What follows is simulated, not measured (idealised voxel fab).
The process module presented herein is designated voxel transistor to metal.
Cross-section cut: width 150 nm, square cells of 5 nm.
A cross-section is written here as square cells arranged in a grid, and it is given in bands from the top down, each band taking up one or more rows of cells. Per band: top height and bottom height in nm, followed by the left-to-right materials and their widths in nm; "throughout" marks a single material spanning edge to edge, "blank" marks empty space. Where do heights start? At 0: under that level the wafer as delivered is made of one material only. And the lowest band has no floor; it just carries on downward, as in "top 0, no bottom". A width given as "30->40" starts at the first number in the band's top row and ends at the second number in its bottom row, shifting by an equal amount at every step from row to row. Any step labelled "no alteration" changed none of the cells in the cross-section. Empty spaces counting at least 8 cells and having no open way to the top are listed in "Sealed cavities". The notation width x height at distance is used for each, the distance being from the left edge and all three values in nm. On a step's line, text after the settings is the simulator commenting on that step. Each step line may optionally specify "overlay nm", which for a step with a mask gives the rightward distance between the mask's planned place and where it lay, a negative value indicating the leftward direction. For the reader: what remains of this document is a series of pairs, each showing a cross-section before one process step and a cross-section after that step which reaches down only to the lowest band that changed, with the step between them and its settings set out under the pair. It should not be assumed that a pair continues from the pair above it; the pairs can come from different runs of this module on the same starting wafer, and such continuity exists only where the entry headed "State before step" says so.
[State before step]
	top 50, bottom 35 = lowk 20 nm / TiN 5 nm / W 5 nm / TiN 5 nm / lowk 75 nm / TiN 5 nm / W 5 nm / TiN 5 nm / lowk 25 nm
	top 35, bottom 30 = SiCN 20 nm / TiN 15 nm / SiCN 75 nm / TiN 15 nm / SiCN 25 nm
	top 30, bottom 20 = SiO2 20 nm / TiN 5 nm / W 5 nm / TiN 5 nm / SiO2 75 nm / TiN 5 nm / W 5 nm / TiN 5 nm / SiO2 25 nm
	top 20, bottom 0 = SiO2 20 nm / TiN 5 nm / W 5 nm / TiN 5 nm / SiO2 15 nm / SiN 5 nm / HfO2 5 nm / TiN 5 nm / W 15 nm / TiN 5 nm / HfO2 5 nm / SiN 5 nm / SiO2 15 nm / TiN 5 nm / W 5 nm / TiN 5 nm / SiO2 25 nm
	top 0, bottom -5 = SiO2 10 nm / SiN 5 nm / SiO2 5 nm / TiN 5 nm / W 5 nm / TiN 5 nm / SiO2 15 nm / SiN 5 nm / HfO2 5 nm / TiN 25 nm / HfO2 5 nm / SiN 5 nm / SiO2 15 nm / TiN 5 nm / W 5 nm / TiN 5 nm / SiO2 5 nm / SiN 5 nm / SiO2 15 nm
	top -5, bottom -10 = SiO2 10 nm / SiN 5 nm / SiO2 5 nm / TiN 15 nm / SiO2 10 nm / nSi 5 nm / SiN 5 nm / HfO2 35 nm / SiN 5 nm / nSi 5 nm / SiO2 10 nm / TiN 15 nm / SiO2 5 nm / SiN 5 nm / SiO2 15 nm
	top -10, bottom -15 = SiO2 15 nm / nSi 35 nm / Si 45 nm / nSi 35 nm / SiO2 20 nm
	top -15, bottom -40 = SiO2 15 nm / Si 115 nm / SiO2 20 nm
	top -40, no bottom = Si throughout
	Sealed cavities: none
[State After Step]
	top 55, bottom 50 = blank 15 nm / Ru 25 nm / blank 65 nm / Ru 25 nm / blank 20 nm
	Note: structure below 50 unchanged.
	Sealed cavities: none
As a process note, the step between the before and after cross-sections shown above is EPI with material Ru, thk nm 5
State before step: the state before this step is the cross-section shown after the step in the pair just above.
[State After Step]
	top 60, bottom 55 = SiCN throughout
	top 55, bottom 50 = SiCN 15 nm / Ru 25 nm / SiCN 65 nm / Ru 25 nm / SiCN 20 nm
	Note: structure below 50 unchanged.
	Sealed cavities: none
As a process note, the step between the before and after cross-sections shown above is FILL_DEP with material SiCN, thk nm 5
State before step: the state before this step is the cross-section shown after the step in the pair just above.
[State After Step]
	top 90, bottom 60 = SiO2 throughout
	Note: structure below 60 unchanged.
	Sealed cavities: none
As a process note, the step between the before and after cross-sections shown above is DIRECTIONAL_DEP with material SiO2, thk nm 30
State before step: the state before this step is the cross-section shown after the step in the pair just above.
[State After Step]
	top 105, bottom 90 = aC throughout
	Note: structure below 90 unchanged.
	Sealed cavities: none
As a process note, the step between the before and after cross-sections shown above is DIRECTIONAL_DEP with material aC, thk nm 15
State before step: the state before this step is the cross-section shown after the step in the pair just above.
[State After Step]
	top 140, bottom 105 = resist 20 nm / blank 15 nm / resist 75 nm / blank 15 nm / resist 25 nm
	Note: structure below 105 unchanged.
	Sealed cavities: none
As a process note, the step between the before and after cross-sections shown above is PATTERN with tone open, mask id METAL_2, material resist, width nm 15, pitch nm 90, thk nm 35, overlay nm 0
State before step: the state before this step is the cross-section shown after the step in the pair just above.
[State After Step]
	top 125, bottom 105 = resist 20 nm / blank 15 nm / resist 75 nm / blank 15 nm / resist 25 nm
	top 105, bottom 90 = aC 20 nm / blank 15 nm / aC 75 nm / blank 15 nm / aC 25 nm
	Note: structure below 90 unchanged.
	Sealed cavities: none
As a process note, the step between the before and after cross-sections shown above is DIRECTIONAL_ETCH with etch materials aC, depth nm 15
State before step: the state before this step is the cross-section shown after the step in the pair just above.
[State After Step]
	top 105, bottom 90 = aC 20 nm / blank 15 nm / aC 75 nm / blank 15 nm / aC 25 nm
	Note: structure below 90 unchanged.
	Sealed cavities: none
As a process note, the step between the before and after cross-sections shown above is STRIP with etch materials resist
State before step: the state before this step is the cross-section shown after the step in the pair just above.
[State After Step]
	top 105, bottom 90 = aC 20 nm / blank 15 nm / aC 75 nm / blank 15 nm / aC 25 nm
	top 90, bottom 75 = SiO2 20 nm / blank 15 nm / SiO2 75 nm / blank 15 nm / SiO2 25 nm
	Note: structure below 75 unchanged.
	Sealed cavities: none
As a process note, the step between the before and after cross-sections shown above is DIRECTIONAL_ETCH with etch materials SiO2, depth nm 15
State before step: the state before this step is the cross-section shown after the step in the pair just above.
[State After Step]
	top 90, bottom 75 = SiO2 20 nm / blank 15 nm / SiO2 75 nm / blank 15 nm / SiO2 25 nm
	Note: structure below 75 unchanged.
	Sealed cavities: none
As a process note, the step between the before and after cross-sections shown above is STRIP with etch materials aC
State before step: the state before this step is the cross-section shown after the step in the pair just above.
[State After Step]
	top 90, bottom 60 = SiO2 20 nm / blank 15 nm / SiO2 75 nm / blank 15 nm / SiO2 25 nm
	Note: structure below 60 unchanged.
	Sealed cavities: none
As a process note, the step between the before and after cross-sections shown above is MASKED_ETCH with tone open, mask id METAL_2_HOLES, width nm 15, pitch nm 90, etch materials SiO2, depth nm 15, overlay nm 0
State before step: the state before this step is the cross-section shown after the step in the pair just above.
[State After Step]
	top 90, bottom 60 = SiO2 20 nm / blank 15 nm / SiO2 75 nm / blank 15 nm / SiO2 25 nm
	top 60, bottom 55 = SiCN 20 nm / blank 15 nm / SiCN 75 nm / blank 15 nm / SiCN 25 nm
	Note: structure below 55 unchanged.
	Sealed cavities: none
As a process note, the step between the before and after cross-sections shown above is MASKED_ETCH with tone open, mask id METAL_2_HOLES, width nm 15, pitch nm 90, etch materials SiCN, depth nm 5, overlay nm 0
State before step: the state before this step is the cross-section shown after the step in the pair just above.
[State After Step]
	top 95, bottom 90 = TiN 25 nm / blank 5 nm / TiN 85 nm / blank 5 nm / TiN 30 nm
	top 90, bottom 60 = SiO2 20 nm / TiN 5 nm / blank 5 nm / TiN 5 nm / SiO2 75 nm / TiN 5 nm / blank 5 nm / TiN 5 nm / SiO2 25 nm
	top 60, bottom 55 = SiCN 20 nm / TiN 15 nm / SiCN 75 nm / TiN 15 nm / SiCN 25 nm
	Note: structure below 55 unchanged.
	Sealed cavities: none
As a process note, the step between the before and after cross-sections shown above is CONFORMAL_DEP with material TiN, thk nm 5
State before step: the state before this step is the cross-section shown after the step in the pair just above.
[State After Step]
	top 105, bottom 95 = Cu throughout
	top 95, bottom 90 = TiN 25 nm / Cu 5 nm / TiN 85 nm / Cu 5 nm / TiN 30 nm
	top 90, bottom 60 = SiO2 20 nm / TiN 5 nm / Cu 5 nm / TiN 5 nm / SiO2 75 nm / TiN 5 nm / Cu 5 nm / TiN 5 nm / SiO2 25 nm
	Note: structure below 60 unchanged.
	Sealed cavities: none
As a process note, the step between the before and after cross-sections shown above is FILL_DEP with material Cu, thk nm 10
State before step: the state before this step is the cross-section shown after the step in the pair just above.
[State After Step]
	top 90, bottom 60 = SiO2 20 nm / TiN 5 nm / Cu 5 nm / TiN 5 nm / SiO2 75 nm / TiN 5 nm / Cu 5 nm / TiN 5 nm / SiO2 25 nm
	Note: structure below 60 unchanged.
	Sealed cavities: none
As a process note, the step between the before and after cross-sections shown above is CMP with height nm 90
State before step: the state before this step is the cross-section shown after the step in the pair just above.
[State After Step]
	top 95, bottom 90 = SiCN throughout
	Note: structure below 90 unchanged.
	Sealed cavities: none
As a process note, the step between the before and after cross-sections shown above is CONFORMAL_DEP with material SiCN, thk nm 5
[State before step]
	top 60, bottom 55 = SiCN throughout
	top 55, bottom 50 = SiCN 15 nm / Ru 25 nm / SiCN 65 nm / Ru 25 nm / SiCN 20 nm
	top 50, bottom 35 = lowk 20 nm / TiN 5 nm / W 5 nm / TiN 5 nm / lowk 75 nm / TiN 5 nm / W 5 nm / TiN 5 nm / lowk 25 nm
	top 35, bottom 30 = SiCN 20 nm / TiN 15 nm / SiCN 75 nm / TiN 15 nm / SiCN 25 nm
	top 30, bottom 20 = SiO2 20 nm / TiN 5 nm / W 5 nm / TiN 5 nm / SiO2 75 nm / TiN 5 nm / W 5 nm / TiN 5 nm / SiO2 25 nm
	top 20, bottom 5 = SiO2 20 nm / TiN 5 nm / W 5 nm / TiN 5 nm / SiO2 10 nm / SiN 5 nm / HfO2 5 nm / TiN 5 nm / W 25 nm / TiN 5 nm / HfO2 5 nm / SiN 5 nm / SiO2 10 nm / TiN 5 nm / W 5 nm / TiN 5 nm / SiO2 25 nm
	top 5, bottom 0 = SiO2 15 nm / SiN 5 nm / TiN 5 nm / W 5 nm / TiN 5 nm / SiO2 10 nm / SiN 5 nm / HfO2 5 nm / TiN 5 nm / W 25 nm / TiN 5 nm / HfO2 5 nm / SiN 5 nm / SiO2 10 nm / TiN 5 nm / W 5 nm / TiN 5 nm / SiN 5 nm / SiO2 20 nm
	top 0, bottom -5 = SiO2 15 nm / SiN 5 nm / TiN 15 nm / SiO2 10 nm / SiN 5 nm / HfO2 5 nm / TiN 35 nm / HfO2 5 nm / SiN 5 nm / SiO2 10 nm / TiN 15 nm / SiN 5 nm / SiO2 20 nm
	top -5, bottom -10 = SiO2 20 nm / nSi 5 nm / TiN 10 nm / SiO2 5 nm / nSi 5 nm / SiO2 5 nm / HfO2 45 nm / SiO2 5 nm / nSi 5 nm / SiO2 5 nm / TiN 10 nm / nSi 5 nm / SiO2 25 nm
	top -10, bottom -15 = SiO2 15 nm / Si 5 nm / nSi 25 nm / Si 55 nm / nSi 25 nm / Si 5 nm / SiO2 20 nm
	top -15, bottom -40 = SiO2 15 nm / Si 115 nm / SiO2 20 nm
	top -40, no bottom = Si throughout
	Sealed cavities: none
[State After Step]
	top 75, bottom 60 = aC throughout
	Note: structure below 60 unchanged.
	Sealed cavities: none
As a process note, the step between the before and after cross-sections shown above is DIRECTIONAL_DEP with material aC, thk nm 15
State before step: the state before this step is the cross-section shown after the step in the pair just above.
[State After Step]
	top 105, bottom 75 = SiO2 throughout
	Note: structure below 75 unchanged.
	Sealed cavities: none
As a process note, the step between the before and after cross-sections shown above is DIRECTIONAL_DEP with material SiO2, thk nm 30
State before step: the state before this step is the cross-section shown after the step in the pair just above.
[State After Step]
	top 140, bottom 105 = resist 20 nm / blank 15 nm / resist 75 nm / blank 15 nm / resist 25 nm
	Note: structure below 105 unchanged.
	Sealed cavities: none
As a process note, the step between the before and after cross-sections shown above is PATTERN with tone open, mask id METAL_2, material resist, width nm 15, pitch nm 90, thk nm 35, overlay nm 0
State before step: the state before this step is the cross-section shown after the step in the pair just above.
[State After Step]
	top 125, bottom 105 = resist 20 nm / blank 15 nm / resist 75 nm / blank 15 nm / resist 25 nm
	Note: structure below 105 unchanged.
	Sealed cavities: none
As a process note, the step between the before and after cross-sections shown above is DIRECTIONAL_ETCH with etch materials aC, depth nm 15
State before step: the state before this step is the cross-section shown after the step in the pair just above.
[State After Step]
	top 105, bottom 75 = SiO2 throughout
	Note: structure below 75 unchanged.
	Sealed cavities: none
As a process note, the step between the before and after cross-sections shown above is STRIP with etch materials resist
State before step: the state before this step is the cross-section shown after the step in the pair just above.
[State After Step]
	top 90, bottom 75 = SiO2 throughout
	Note: structure below 75 unchanged.
	Sealed cavities: none
As a process note, the step between the before and after cross-sections shown above is DIRECTIONAL_ETCH with etch materials SiO2, depth nm 15
State before step: the state before this step is the cross-section shown after the step in the pair just above.
[State After Step]
	top 90, bottom 75 = SiO2 20 nm / blank 15 nm / SiO2 75 nm / blank 15 nm / SiO2 25 nm
	Note: structure below 75 unchanged.
	Sealed cavities: none
As a process note, the step between the before and after cross-sections shown above is MASKED_ETCH with tone open, mask id METAL_2_HOLES, width nm 15, pitch nm 90, etch materials SiO2, depth nm 15, overlay nm 0
State before step: the state before this step is the cross-section shown after the step in the pair just above.
[State After Step]
	top 95, bottom 90 = TiN 25 nm / blank 5 nm / TiN 85 nm / blank 5 nm / TiN 30 nm
	top 90, bottom 80 = SiO2 20 nm / TiN 5 nm / blank 5 nm / TiN 5 nm / SiO2 75 nm / TiN 5 nm / blank 5 nm / TiN 5 nm / SiO2 25 nm
	top 80, bottom 75 = SiO2 20 nm / TiN 15 nm / SiO2 75 nm / TiN 15 nm / SiO2 25 nm
	Note: structure below 75 unchanged.
	Sealed cavities: none
As a process note, the step between the before and after cross-sections shown above is CONFORMAL_DEP with material TiN, thk nm 5
State before step: the state before this step is the cross-section shown after the step in the pair just above.
[State After Step]
	top 105, bottom 95 = Cu throughout
	top 95, bottom 90 = TiN 25 nm / Cu 5 nm / TiN 85 nm / Cu 5 nm / TiN 30 nm
	top 90, bottom 80 = SiO2 20 nm / TiN 5 nm / Cu 5 nm / TiN 5 nm / SiO2 75 nm / TiN 5 nm / Cu 5 nm / TiN 5 nm / SiO2 25 nm
	Note: structure below 80 unchanged.
	Sealed cavities: none
As a process note, the step between the before and after cross-sections shown above is FILL_DEP with material Cu, thk nm 10
State before step: the state before this step is the cross-section shown after the step in the pair just above.
[State After Step]
	top 90, bottom 80 = SiO2 20 nm / TiN 5 nm / Cu 5 nm / TiN 5 nm / SiO2 75 nm / TiN 5 nm / Cu 5 nm / TiN 5 nm / SiO2 25 nm
	Note: structure below 80 unchanged.
	Sealed cavities: none
As a process note, the step between the before and after cross-sections shown above is CMP with height nm 90
State before step: the state before this step is the cross-section shown after the step in the pair just above.
[State After Step]
	top 95, bottom 90 = SiCN throughout
	Note: structure below 90 unchanged.
	Sealed cavities: none
As a process note, the step between the before and after cross-sections shown above is CONFORMAL_DEP with material SiCN, thk nm 5
[State before step]
	top 10, bottom 0 = SiO2 15 nm / blank 115 nm / SiO2 20 nm
	top 0, bottom -5 = SiO2 throughout
	top -5, bottom -40 = SiO2 15 nm / Si 115 nm / SiO2 20 nm
	top -40, no bottom = Si throughout
	Sealed cavities: none
[State After Step]
	top -5, bottom -15 = blank 15 nm / Si 115 nm / blank 15 nm / SiO2 5 nm
	Note: structure below -15 unchanged.
	Sealed cavities: none
As a process note, the step between the before and after cross-sections shown above is SELECTIVE_ETCH with etch materials SiO2, depth nm 15
State before step: the state before this step is the cross-section shown after the step in the pair just above.
[State After Step]
	top -5, bottom -10 = blank 15 nm / SiO2 115 nm / blank 15 nm / SiO2 5 nm
	top -10, bottom -15 = blank 15 nm / SiO2 5 nm / Si 105 nm / SiO2 5 nm / blank 15 nm / SiO2 5 nm
	top -15, bottom -20 = SiO2 20 nm / Si 105 nm / SiO2 25 nm
	Note: structure below -20 unchanged.
	Sealed cavities: none
As a process note, the step between the before and after cross-sections shown above is OXIDIZE with depth nm 5
State before step: the state before this step is the cross-section shown after the step in the pair just above.
[State After Step]
	top 25, bottom 15 = blank 15 nm / polySi 115 nm / blank 15 nm / polySi 5 nm
	top 15, bottom -5 = polySi throughout
	top -5, bottom -10 = polySi 15 nm / SiO2 115 nm / polySi 15 nm / SiO2 5 nm
	top -10, bottom -15 = polySi 15 nm / SiO2 5 nm / Si 105 nm / SiO2 5 nm / polySi 15 nm / SiO2 5 nm
	Note: structure below -15 unchanged.
	Sealed cavities: none
As a process note, the step between the before and after cross-sections shown above is DIRECTIONAL_DEP with material polySi, thk nm 30
State before step: the state before this step is the cross-section shown after the step in the pair just above.
[State After Step]
	top 40, bottom 30 = blank 15 nm / SiCN 115 nm / blank 15 nm / SiCN 5 nm
	top 30, bottom 25 = SiCN throughout
	top 25, bottom 15 = SiCN 15 nm / polySi 115 nm / SiCN 15 nm / polySi 5 nm
	Note: structure below 15 unchanged.
	Sealed cavities: none
As a process note, the step between the before and after cross-sections shown above is DIRECTIONAL_DEP with material SiCN, thk nm 15
State before step: the state before this step is the cross-section shown after the step in the pair just above.
[State After Step]
	top 55, bottom 45 = blank 15 nm / aC 115 nm / blank 15 nm / aC 5 nm
	top 45, bottom 40 = aC throughout
	top 40, bottom 30 = aC 15 nm / SiCN 115 nm / aC 15 nm / SiCN 5 nm
	Note: structure below 30 unchanged.
	Sealed cavities: none
As a process note, the step between the before and after cross-sections shown above is DIRECTIONAL_DEP with material aC, thk nm 15
State before step: the state before this step is the cross-section shown after the step in the pair just above.
[State After Step]
	top 90, bottom 55 = blank 55 nm / resist 35 nm / blank 60 nm
	Note: structure below 55 unchanged.
	Sealed cavities: none
As a process note, the step between the before and after cross-sections shown above is PATTERN with tone cover, mask id GATE, material resist, width nm 35, thk nm 35, overlay nm 0
State before step: the state before this step is the cross-section shown after the step in the pair just above.
[State After Step]
	top 75, bottom 55 = blank 55 nm / resist 35 nm / blank 60 nm
	top 55, bottom 40 = blank 55 nm / aC 35 nm / blank 60 nm
	top 40, bottom 30 = blank 15 nm / SiCN 115 nm / blank 15 nm / SiCN 5 nm
	Note: structure below 30 unchanged.
	Sealed cavities: none
As a process note, the step between the before and after cross-sections shown above is DIRECTIONAL_ETCH with etch materials aC, depth nm 15
State before step: the state before this step is the cross-section shown after the step in the pair just above.
[State After Step]
	top 55, bottom 40 = blank 55 nm / aC 35 nm / blank 60 nm
	Note: structure below 40 unchanged.
	Sealed cavities: none
As a process note, the step between the before and after cross-sections shown above is STRIP with etch materials resist
State before step: the state before this step is the cross-section shown after the step in the pair just above.
[State After Step]
	top 55, bottom 40 = blank 55 nm / aC 35 nm / blank 60 nm
	top 40, bottom 25 = blank 55 nm / SiCN 35 nm / blank 60 nm
	top 25, bottom 15 = blank 15 nm / polySi 115 nm / blank 15 nm / polySi 5 nm
	Note: structure below 15 unchanged.
	Sealed cavities: none
As a process note, the step between the before and after cross-sections shown above is DIRECTIONAL_ETCH with etch materials SiCN, depth nm 25
State before step: the state before this step is the cross-section shown after the step in the pair just above.
[State After Step]
	top 55, bottom 40 = blank 55 nm / aC 35 nm / blank 60 nm
	top 40, bottom 25 = blank 55 nm / SiCN 35 nm / blank 60 nm
	top 25, bottom -5 = blank 55 nm / polySi 35 nm / blank 60 nm
	top -5, bottom -10 = blank 15 nm / SiO2 115 nm / blank 15 nm / SiO2 5 nm
	top -10, bottom -15 = blank 15 nm / SiO2 5 nm / Si 105 nm / SiO2 5 nm / blank 15 nm / SiO2 5 nm
	Note: structure below -15 unchanged.
	Sealed cavities: none
As a process note, the step between the before and after cross-sections shown above is DIRECTIONAL_ETCH with etch materials polySi, depth nm 40
State before step: the state before this step is the cross-section shown after the step in the pair just above.
[State After Step]
	top 40, bottom 25 = blank 55 nm / SiCN 35 nm / blank 60 nm
	Note: structure below 25 unchanged.
	Sealed cavities: none
As a process note, the step between the before and after cross-sections shown above is STRIP with etch materials aC
State before step: the state before this step is the cross-section shown after the step in the pair just above.
[State After Step]
	top 45, bottom 40 = blank 50 nm / SiO2 45 nm / blank 55 nm
	top 40, bottom 25 = blank 50 nm / SiO2 5 nm / SiCN 35 nm / SiO2 5 nm / blank 55 nm
	top 25, bottom 0 = blank 50 nm / SiO2 5 nm / polySi 35 nm / SiO2 5 nm / blank 55 nm
	top 0, bottom -5 = blank 10 nm / SiO2 45 nm / polySi 35 nm / SiO2 45 nm / blank 5 nm / SiO2 10 nm
	top -5, bottom -10 = blank 10 nm / SiO2 125 nm / blank 5 nm / SiO2 10 nm
	top -10, bottom -20 = SiO2 20 nm / Si 105 nm / SiO2 25 nm
	Note: structure below -20 unchanged.
	Sealed cavities: none
As a process note, the step between the before and after cross-sections shown above is CONFORMAL_DEP with material SiO2, thk nm 5
State before step: the state before this step is the cross-section shown after the step in the pair just above.
[State After Step]
	top 40, bottom 25 = blank 50 nm / SiO2 5 nm / SiCN 35 nm / SiO2 5 nm / blank 55 nm
	top 25, bottom -5 = blank 50 nm / SiO2 5 nm / polySi 35 nm / SiO2 5 nm / blank 55 nm
	top -5, bottom -10 = blank 10 nm / SiO2 125 nm / blank 5 nm / SiO2 10 nm
	top -10, bottom -15 = blank 10 nm / SiO2 10 nm / Si 105 nm / SiO2 10 nm / blank 5 nm / SiO2 10 nm
	Note: structure below -15 unchanged.
	Sealed cavities: none
As a process note, the step between the before and after cross-sections shown above is DIRECTIONAL_ETCH with etch materials SiO2, depth nm 5
State before step: the state before this step is the cross-section shown after the step in the pair just above.
[State After Step]
	top 45, bottom 40 = blank 45 nm / SiN 55 nm / blank 50 nm
	top 40, bottom 25 = blank 45 nm / SiN 5 nm / SiO2 5 nm / SiCN 35 nm / SiO2 5 nm / SiN 5 nm / blank 50 nm
	top 25, bottom 0 = blank 45 nm / SiN 5 nm / SiO2 5 nm / polySi 35 nm / SiO2 5 nm / SiN 5 nm / blank 50 nm
	top 0, bottom -5 = blank 5 nm / SiN 45 nm / SiO2 5 nm / polySi 35 nm / SiO2 5 nm / SiN 55 nm
	top -5, bottom -10 = blank 5 nm / SiN 5 nm / SiO2 125 nm / SiN 5 nm / SiO2 10 nm
	top -10, bottom -15 = SiN 10 nm / SiO2 10 nm / Si 105 nm / SiO2 10 nm / SiN 5 nm / SiO2 10 nm
	Note: structure below -15 unchanged.
	Sealed cavities: none
As a process note, the step between the before and after cross-sections shown above is CONFORMAL_DEP with material SiN, thk nm 5
State before step: the state before this step is the cross-section shown after the step in the pair just above.
[State After Step]
	top 40, bottom 25 = blank 45 nm / SiN 5 nm / SiO2 5 nm / SiCN 35 nm / SiO2 5 nm / SiN 5 nm / blank 50 nm
	top 25, bottom -5 = blank 45 nm / SiN 5 nm / SiO2 5 nm / polySi 35 nm / SiO2 5 nm / SiN 5 nm / blank 50 nm
	top -5, bottom -10 = blank 5 nm / SiN 5 nm / SiO2 125 nm / SiN 5 nm / SiO2 10 nm
	top -10, bottom -15 = blank 5 nm / SiN 5 nm / SiO2 10 nm / Si 105 nm / SiO2 10 nm / SiN 5 nm / SiO2 10 nm
	Note: structure below -15 unchanged.
	Sealed cavities: none
As a process note, the step between the before and after cross-sections shown above is DIRECTIONAL_ETCH with etch materials SiN, depth nm 5
State before step: the state before this step is the cross-section shown after the step in the pair just above.
[State After Step]
	top 40, bottom 35 = blank 45 nm / SiN 5 nm / blank 5 nm / SiCN 35 nm / blank 5 nm / SiN 5 nm / blank 50 nm
	top 35, bottom 25 = blank 45 nm / SiN 5 nm / SiO2 5 nm / SiCN 35 nm / SiO2 5 nm / SiN 5 nm / blank 50 nm
	top 25, bottom -5 = blank 45 nm / SiN 5 nm / SiO2 5 nm / polySi 35 nm / SiO2 5 nm / SiN 5 nm / blank 50 nm
	top -5, bottom -10 = blank 5 nm / SiN 5 nm / blank 35 nm / SiO2 55 nm / blank 35 nm / SiN 5 nm / blank 10 nm
	top -10, bottom -15 = blank 5 nm / SiN 5 nm / SiO2 10 nm / Si 105 nm / SiO2 10 nm / SiN 5 nm / SiO2 10 nm
	top -15, bottom -20 = blank 5 nm / SiO2 15 nm / Si 105 nm / SiO2 25 nm
	Note: structure below -20 unchanged.
	Sealed cavities: none
As a process note, the step between the before and after cross-sections shown above is DIRECTIONAL_ETCH with etch materials SiO2, depth nm 5
State before step: the state before this step is the cross-section shown after the step in the pair just above.
[State After Step]
	top 40, bottom 35 = blank 45 nm / SiN 5 nm / blank 5 nm / SiCN 35 nm / blank 5 nm / SiN 5 nm / blank 50 nm
	top 35, bottom 25 = blank 45 nm / SiN 5 nm / SiO2 5 nm / SiCN 35 nm / SiO2 5 nm / SiN 5 nm / blank 50 nm
	top 25, bottom -5 = blank 45 nm / SiN 5 nm / SiO2 5 nm / polySi 35 nm / SiO2 5 nm / SiN 5 nm / blank 50 nm
	top -5, bottom -10 = blank 5 nm / SiN 5 nm / blank 35 nm / SiO2 55 nm / blank 35 nm / SiN 5 nm / blank 10 nm
	top -10, bottom -15 = blank 5 nm / SiN 5 nm / SiO2 10 nm / blank 25 nm / Si 55 nm / blank 25 nm / SiO2 10 nm / SiN 5 nm / SiO2 10 nm
	Note: structure below -15 unchanged.
	Sealed cavities: none
As a process note, the step between the before and after cross-sections shown above is DIRECTIONAL_ETCH with etch materials Si, depth nm 5
State before step: the state before this step is the cross-section shown after the step in the pair just above.
[State After Step]
	top 40, bottom 35 = blank 45 nm / SiN 5 nm / blank 5 nm / SiCN 35 nm / blank 5 nm / SiN 5 nm / blank 50 nm
	top 35, bottom 25 = blank 45 nm / SiN 5 nm / SiO2 5 nm / SiCN 35 nm / SiO2 5 nm / SiN 5 nm / blank 50 nm
	top 25, bottom -5 = blank 45 nm / SiN 5 nm / SiO2 5 nm / polySi 35 nm / SiO2 5 nm / SiN 5 nm / blank 50 nm
	top -5, bottom -10 = blank 5 nm / SiN 5 nm / blank 30 nm / nSi 5 nm / SiO2 55 nm / nSi 5 nm / blank 30 nm / SiN 5 nm / blank 10 nm
	top -10, bottom -15 = blank 5 nm / SiN 5 nm / SiO2 10 nm / nSi 25 nm / Si 55 nm / nSi 25 nm / SiO2 10 nm / SiN 5 nm / SiO2 10 nm
	Note: structure below -15 unchanged.
	Sealed cavities: none
As a process note, the step between the before and after cross-sections shown above is EPI with material nSi, thk nm 5
State before step: the state before this step is the cross-section shown after the step in the pair just above.
[State After Step]
	top 45, bottom 40 = SiO2 throughout
	top 40, bottom 25 = SiO2 45 nm / SiN 5 nm / SiO2 5 nm / SiCN 35 nm / SiO2 5 nm / SiN 5 nm / SiO2 50 nm
	top 25, bottom -5 = SiO2 45 nm / SiN 5 nm / SiO2 5 nm / polySi 35 nm / SiO2 5 nm / SiN 5 nm / SiO2 50 nm
	top -5, bottom -10 = SiO2 5 nm / SiN 5 nm / SiO2 30 nm / nSi 5 nm / SiO2 55 nm / nSi 5 nm / SiO2 30 nm / SiN 5 nm / SiO2 10 nm
	top -10, bottom -15 = SiO2 5 nm / SiN 5 nm / SiO2 10 nm / nSi 25 nm / Si 55 nm / nSi 25 nm / SiO2 10 nm / SiN 5 nm / SiO2 10 nm
	top -15, bottom -20 = SiO2 20 nm / Si 105 nm / SiO2 25 nm
	Note: structure below -20 unchanged.
	Sealed cavities: none
As a process note, the step between the before and after cross-sections shown above is FILL_DEP with material SiO2, thk nm 5
State before step: the state before this step is the cross-section shown after the step in the pair just above.
[State After Step]
	top 25, bottom -5 = SiO2 45 nm / SiN 5 nm / SiO2 5 nm / polySi 35 nm / SiO2 5 nm / SiN 5 nm / SiO2 50 nm
	Note: structure below -5 unchanged.
	Sealed cavities: none
As a process note, the step between the before and after cross-sections shown above is CMP with height nm 25
State before step: the state before this step is the cross-section shown after the step in the pair just above.
[State After Step]
	top 25, bottom -5 = SiO2 45 nm / SiN 5 nm / SiO2 5 nm / blank 35 nm / SiO2 5 nm / SiN 5 nm / SiO2 50 nm
	Note: structure below -5 unchanged.
	Sealed cavities: none
As a process note, the step between the before and after cross-sections shown above is STRIP with etch materials polySi
State before step: the state before this step is the cross-section shown after the step in the pair just above.
[State After Step]
	top 25, bottom 20 = blank 45 nm / SiN 5 nm / blank 45 nm / SiN 5 nm / blank 50 nm
	top 20, bottom -5 = SiO2 45 nm / SiN 5 nm / blank 45 nm / SiN 5 nm / SiO2 50 nm
	top -5, bottom -10 = SiO2 5 nm / SiN 5 nm / SiO2 30 nm / nSi 5 nm / SiO2 5 nm / blank 45 nm / SiO2 5 nm / nSi 5 nm / SiO2 30 nm / SiN 5 nm / SiO2 10 nm
	Note: structure below -10 unchanged.
	Sealed cavities: none
As a process note, the step between the before and after cross-sections shown above is SELECTIVE_ETCH with etch materials SiO2, depth nm 5
State before step: the state before this step is the cross-section shown after the step in the pair just above.
[State After Step]
	top 30, bottom 25 = blank 40 nm / HfO2 15 nm / blank 35 nm / HfO2 15 nm / blank 45 nm
	top 25, bottom 20 = HfO2 45 nm / SiN 5 nm / HfO2 5 nm / blank 35 nm / HfO2 5 nm / SiN 5 nm / HfO2 50 nm
	top 20, bottom -5 = SiO2 45 nm / SiN 5 nm / HfO2 5 nm / blank 35 nm / HfO2 5 nm / SiN 5 nm / SiO2 50 nm
	top -5, bottom -10 = SiO2 5 nm / SiN 5 nm / SiO2 30 nm / nSi 5 nm / SiO2 5 nm / HfO2 45 nm / SiO2 5 nm / nSi 5 nm / SiO2 30 nm / SiN 5 nm / SiO2 10 nm
	Note: structure below -10 unchanged.
	Sealed cavities: none
As a process note, the step between the before and after cross-sections shown above is CONFORMAL_DEP with material HfO2, thk nm 5
State before step: the state before this step is the cross-section shown after the step in the pair just above.
[State After Step]
	top 35, bottom 30 = blank 35 nm / TiN 25 nm / blank 25 nm / TiN 25 nm / blank 40 nm
	top 30, bottom 25 = TiN 40 nm / HfO2 15 nm / TiN 5 nm / blank 25 nm / TiN 5 nm / HfO2 15 nm / TiN 45 nm
	top 25, bottom 20 = HfO2 45 nm / SiN 5 nm / HfO2 5 nm / TiN 5 nm / blank 25 nm / TiN 5 nm / HfO2 5 nm / SiN 5 nm / HfO2 50 nm
	top 20, bottom 0 = SiO2 45 nm / SiN 5 nm / HfO2 5 nm / TiN 5 nm / blank 25 nm / TiN 5 nm / HfO2 5 nm / SiN 5 nm / SiO2 50 nm
	top 0, bottom -5 = SiO2 45 nm / SiN 5 nm / HfO2 5 nm / TiN 35 nm / HfO2 5 nm / SiN 5 nm / SiO2 50 nm
	Note: structure below -5 unchanged.
	Sealed cavities: none
As a process note, the step between the before and after cross-sections shown above is CONFORMAL_DEP with material TiN, thk nm 5
